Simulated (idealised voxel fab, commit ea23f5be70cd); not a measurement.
voxel transistor to metal: a process module
The cross-section shown here is cut; it is 295 nm wide and divided into square cells measuring 5 nm on a side.
Format of a cross-section: grid, square cells. Given as bands. Order: top down. Band: one or more rows of cells.
Heads up on the band format: heights come first, top then bottom, in nm. After that it's the materials left to right, each with its width in nm. A single material flagged "throughout" fills the whole band edge to edge, and "air" means there's empty space there.
Zero point of the height axis is 0; under it, received wafer = one material. Lowest band: continues down indefinitely, "0..down".
The notation "30 to 40" denotes a width that varies across the rows of cells in the band, beginning at the first number in the top row, finishing at the second number in the bottom row, and changing by an identical amount from each row to the next.
Step marked "everything unchanged"? Then no cell in the cross-section changed in it.
"Trapped void list" means: voids of 8 cells or more that are shut off from the top with no open way through. Written width x height at distance, distance from the left edge, in nm.
Past the settings on a step's line: simulator remark, on that step.
"overlay nm" on a masked step: distance the mask lay right of its planned place, negative for left.

-- Intended process steps
1: RECEIVE, material Si
2: OXIDIZE, depth nm 5
3: CONFORMAL_DEP, material SiN, thk nm 15
4: DIRECTIONAL_DEP, material aC, thk nm 10
5: PATTERN, tone cover, mask id ACTIVE, material resist, width nm 95, pitch nm 125, thk nm 30, overlay nm 0
6: DIRECTIONAL_ETCH, etch materials aC, depth nm 10
7: STRIP, etch materials resist
8: DIRECTIONAL_ETCH, etch materials SiN, depth nm 15
9: DIRECTIONAL_ETCH, etch materials SiO2, depth nm 5
10: DIRECTIONAL_ETCH, etch materials Si, depth nm 35
11: STRIP, etch materials aC
12: OXIDIZE, depth nm 5
13: FILL_DEP, material SiO2, thk nm 15
14: CMP, height nm 15
15: SELECTIVE_ETCH, etch materials SiO2, depth nm 5
16: STRIP, etch materials SiN
17: SELECTIVE_ETCH, etch materials SiO2, depth nm 5
18: OXIDIZE, depth nm 5
19: DIRECTIONAL_DEP, material polySi, thk nm 30
20: DIRECTIONAL_DEP, material SiCN, thk nm 15
21: MASKED_ETCH, tone cover, mask id GATE, width nm 25, pitch nm 125, etch materials SiCN, depth nm 25, overlay nm 0
22: MASKED_ETCH, tone cover, mask id GATE, width nm 25, pitch nm 125, etch materials polySi, depth nm 40, overlay nm 0
23: CONFORMAL_DEP, material SiN, thk nm 5
24: DIRECTIONAL_ETCH, etch materials SiN, depth nm 5
25: DIRECTIONAL_ETCH, etch materials SiO2, depth nm 5
26: EPI, material nSi, thk nm 5
27: FILL_DEP, material SiO2, thk nm 5
28: CMP, height nm 40
29: DIRECTIONAL_DEP, material SiO2, thk nm 10
30: DIRECTIONAL_DEP, material aC, thk nm 10
31: PATTERN, tone open, mask id CONTACT, material resist, width nm 25, thk nm 30, overlay nm 0
32: DIRECTIONAL_ETCH, etch materials aC, depth nm 10
33: STRIP, etch materials resist
34: DIRECTIONAL_ETCH, etch materials SiO2, depth nm 55
35: STRIP, etch materials aC
36: CONFORMAL_DEP, material TiN, thk nm 5
37: FILL_DEP, material Ru, thk nm 10
38: CMP, height nm 50
39: DIRECTIONAL_DEP, material TiN, thk nm 5
40: DIRECTIONAL_DEP, material W, thk nm 15
41: DIRECTIONAL_DEP, material aC, thk nm 15
42: PATTERN, tone cover, mask id METAL_1, material resist, width nm 15, thk nm 35, overlay nm 0
43: DIRECTIONAL_ETCH, etch materials aC, depth nm 15
44: STRIP, etch materials resist
45: DIRECTIONAL_ETCH, etch materials W, depth nm 15
46: DIRECTIONAL_ETCH, etch materials TiN, depth nm 5
47: STRIP, etch materials aC
48: FILL_DEP, material SiO2, thk nm 5
49: CMP, height nm 70
50: CONFORMAL_DEP, material SiN, thk nm 5

-- Here's what the wafer looked like in cross-section when it arrived - that's after step 1
- 0..down: Si throughout
- Trapped void list: none

-- Cross-sectional image of the first of two wafers at the end of the module, the run having proceeded as planned
- 75..70: SiN throughout
- 70..55: SiO2: 40 | W: 15 | SiO2: 55 | W: 15 | SiO2: 40 | W: 15 | SiO2: 55 | W: 15 | SiO2: 45
- 55..50: SiO2: 40 | TiN: 15 | SiO2: 55 | TiN: 15 | SiO2: 40 | TiN: 15 | SiO2: 55 | TiN: 15 | SiO2: 45
- 50..40: SiO2: 40 | TiN: 5 | Ru: 15 | TiN: 5 | SiO2: 35 | TiN: 5 | Ru: 15 | TiN: 5 | SiO2: 40 | TiN: 5 | Ru: 15 | TiN: 5 | SiO2: 35 | TiN: 5 | Ru: 15 | TiN: 5 | SiO2: 45
- 40..25: SiO2: 40 | TiN: 5 | Ru: 15 | TiN: 5 | SiN: 5 | SiCN: 25 | SiN: 5 | TiN: 5 | Ru: 15 | TiN: 5 | SiO2: 40 | TiN: 5 | Ru: 15 | TiN: 5 | SiN: 5 | SiCN: 25 | SiN: 5 | TiN: 5 | Ru: 15 | TiN: 5 | SiO2: 45
- 25..5: SiO2: 40 | TiN: 5 | Ru: 15 | TiN: 5 | SiN: 5 | polySi: 25 | SiN: 5 | TiN: 5 | Ru: 15 | TiN: 5 | SiO2: 40 | TiN: 5 | Ru: 15 | TiN: 5 | SiN: 5 | polySi: 25 | SiN: 5 | TiN: 5 | Ru: 15 | TiN: 5 | SiO2: 45
- 5..0: SiO2: 30 | SiN: 5 | SiO2: 5 | TiN: 5 | Ru: 15 | TiN: 5 | SiN: 5 | polySi: 25 | SiN: 5 | TiN: 5 | Ru: 15 | TiN: 5 | SiO2: 5 | SiN: 5 | SiO2: 20 | SiN: 5 | SiO2: 5 | TiN: 5 | Ru: 15 | TiN: 5 | SiN: 5 | polySi: 25 | SiN: 5 | TiN: 5 | Ru: 15 | TiN: 5 | SiO2: 5 | SiN: 5 | SiO2: 35
- 0..-5: SiO2: 30 | SiN: 5 | SiO2: 5 | TiN: 25 | SiN: 5 | polySi: 25 | SiN: 5 | TiN: 25 | SiO2: 5 | SiN: 5 | SiO2: 20 | SiN: 5 | SiO2: 5 | TiN: 25 | SiN: 5 | polySi: 25 | SiN: 5 | TiN: 25 | SiO2: 5 | SiN: 5 | SiO2: 35
- -5..-10: SiO2: 35 | nSi: 30 | SiO2: 35 | nSi: 30 | SiO2: 30 | nSi: 30 | SiO2: 35 | nSi: 30 | SiO2: 40
- -10..-45: SiO2: 40 | Si: 85 | SiO2: 40 | Si: 85 | SiO2: 45
- -45..down: Si throughout
- Trapped void list: none

-- Second wafer cross-section at end of module - shared start and plan with the first, one mistake in the run
- 75..70: SiN throughout
- 70..55: SiO2: 40 | W: 15 | SiO2: 55 | W: 15 | SiO2: 40 | W: 15 | SiO2: 55 | W: 15 | SiO2: 45
- 55..50: SiO2: 40 | TiN: 15 | SiO2: 55 | TiN: 15 | SiO2: 40 | TiN: 15 | SiO2: 55 | TiN: 15 | SiO2: 45
- 50..40: SiO2: 40 | TiN: 5 | Ru: 15 | TiN: 5 | SiO2: 35 | TiN: 5 | Ru: 15 | TiN: 5 | SiO2: 40 | TiN: 5 | Ru: 15 | TiN: 5 | SiO2: 35 | TiN: 5 | Ru: 15 | TiN: 5 | SiO2: 45
- 40..25: SiO2: 40 | TiN: 5 | Ru: 15 | TiN: 5 | SiO2: 5 | SiN: 5 | SiCN: 20 | SiN: 5 | TiN: 5 | Ru: 15 | TiN: 5 | SiO2: 40 | TiN: 5 | Ru: 15 | TiN: 5 | SiO2: 5 | SiN: 5 | SiCN: 20 | SiN: 5 | TiN: 5 | Ru: 15 | TiN: 5 | SiO2: 45
- 25..5: SiO2: 40 | TiN: 5 | Ru: 15 | TiN: 5 | SiN: 5 | polySi: 25 | SiN: 5 | TiN: 5 | Ru: 15 | TiN: 5 | SiO2: 40 | TiN: 5 | Ru: 15 | TiN: 5 | SiN: 5 | polySi: 25 | SiN: 5 | TiN: 5 | Ru: 15 | TiN: 5 | SiO2: 45
- 5..0: SiO2: 30 | SiN: 5 | SiO2: 5 | TiN: 5 | Ru: 15 | TiN: 5 | SiN: 5 | polySi: 25 | SiN: 5 | TiN: 5 | Ru: 15 | TiN: 5 | SiO2: 5 | SiN: 5 | SiO2: 20 | SiN: 5 | SiO2: 5 | TiN: 5 | Ru: 15 | TiN: 5 | SiN: 5 | polySi: 25 | SiN: 5 | TiN: 5 | Ru: 15 | TiN: 5 | SiO2: 5 | SiN: 5 | SiO2: 35
- 0..-5: SiO2: 30 | SiN: 5 | SiO2: 5 | TiN: 25 | SiN: 5 | polySi: 25 | SiN: 5 | TiN: 25 | SiO2: 5 | SiN: 5 | SiO2: 20 | SiN: 5 | SiO2: 5 | TiN: 25 | SiN: 5 | polySi: 25 | SiN: 5 | TiN: 25 | SiO2: 5 | SiN: 5 | SiO2: 35
- -5..-10: SiO2: 35 | nSi: 30 | SiO2: 35 | nSi: 30 | SiO2: 30 | nSi: 30 | SiO2: 35 | nSi: 30 | SiO2: 40
- -10..-45: SiO2: 40 | Si: 85 | SiO2: 40 | Si: 85 | SiO2: 45
- -45..down: Si throughout
- Trapped void list: none
Diagnosis: step 21 ran differently from the plan; actual operation with settings: MASKED_ETCH, tone cover, mask id GATE, width nm 20, pitch nm 125, etch materials SiCN, depth nm 25, overlay nm 0
Materials where the second wafer ends with more or fewer cells than the first: 6 fewer of SiCN; 6 more of SiO2
